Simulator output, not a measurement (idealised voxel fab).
process module | voxel ribs on slabs
cross-section cut | 260 nm wide | cells 5 nm
A cross-section is a grid of square cells, given in bands from the top down. A band is one or more rows of cells.
Each band's line starts with the height of the band's top and of its bottom, in nm. Then come its materials from left to right, each with its width in nm. One material with "throughout" fills the band from edge to edge. "air" is empty space.
Height 0 is the level under which the wafer as received is all one material. The lowest band goes on downwards, as in "0 down".
A width such as "30 to 40" changes by the same amount from each row of cells to the next, from the band's top row to its bottom row.
"no change" after a step means that no cell of the cross-section changed.
closed voids: empty space of 8 cells or more with no open way to the top, each as width x height at its distance from the left edge, in nm
after a step's settings: what the simulator itself notes on the step
overlay nm, on a step with a mask: how far to the right of its planned place the mask lay; to the left if negative
plan
1 op RECEIVE | material Si
2 op DIRECTIONAL_DEP | material SiO2 | thk nm 20
3 op DIRECTIONAL_DEP | material SiN | thk nm 25
4 op DIRECTIONAL_DEP | material aC | thk nm 10
5 op PATTERN | tone cover | mask id RIB | material resist | width nm 20 | thk nm 25 | overlay nm 0
6 op DIRECTIONAL_ETCH | etch materials aC | depth nm 10
7 op STRIP | etch materials resist
8 op DIRECTIONAL_ETCH | etch materials SiN | depth nm 5
9 op STRIP | etch materials aC
10 op MASKED_ETCH | tone cover | mask id SLAB | width nm 60 | etch materials SiN | depth nm 20 | overlay nm 0
11 op FILL_DEP | material SiO2 | thk nm 15
12 op CMP | height nm 55
13 op DIRECTIONAL_DEP | material W | thk nm 5
14 op PATTERN | tone cover | mask id HEATER | material resist | width nm 30 | thk nm 15 | overlay nm 0
15 op DIRECTIONAL_ETCH | etch materials W | depth nm 5
16 op STRIP | etch materials resist
17 op CONFORMAL_DEP | material SiO2 | thk nm 10
as received, after step 1
  0 down: Si throughout
  closed voids: none
a wafer at the end: this start, this plan, one mistake
  70 to 65: air 105 | SiO2 50 | air 105
  65 to 60: SiO2 throughout
  60 to 55: SiO2 115 | W 30 | SiO2 115
  55 to 25: SiO2 throughout
  25 to 0: SiN throughout
  0 down: Si throughout
  closed voids: none
what went wrong: steps 2 and 3 were swapped
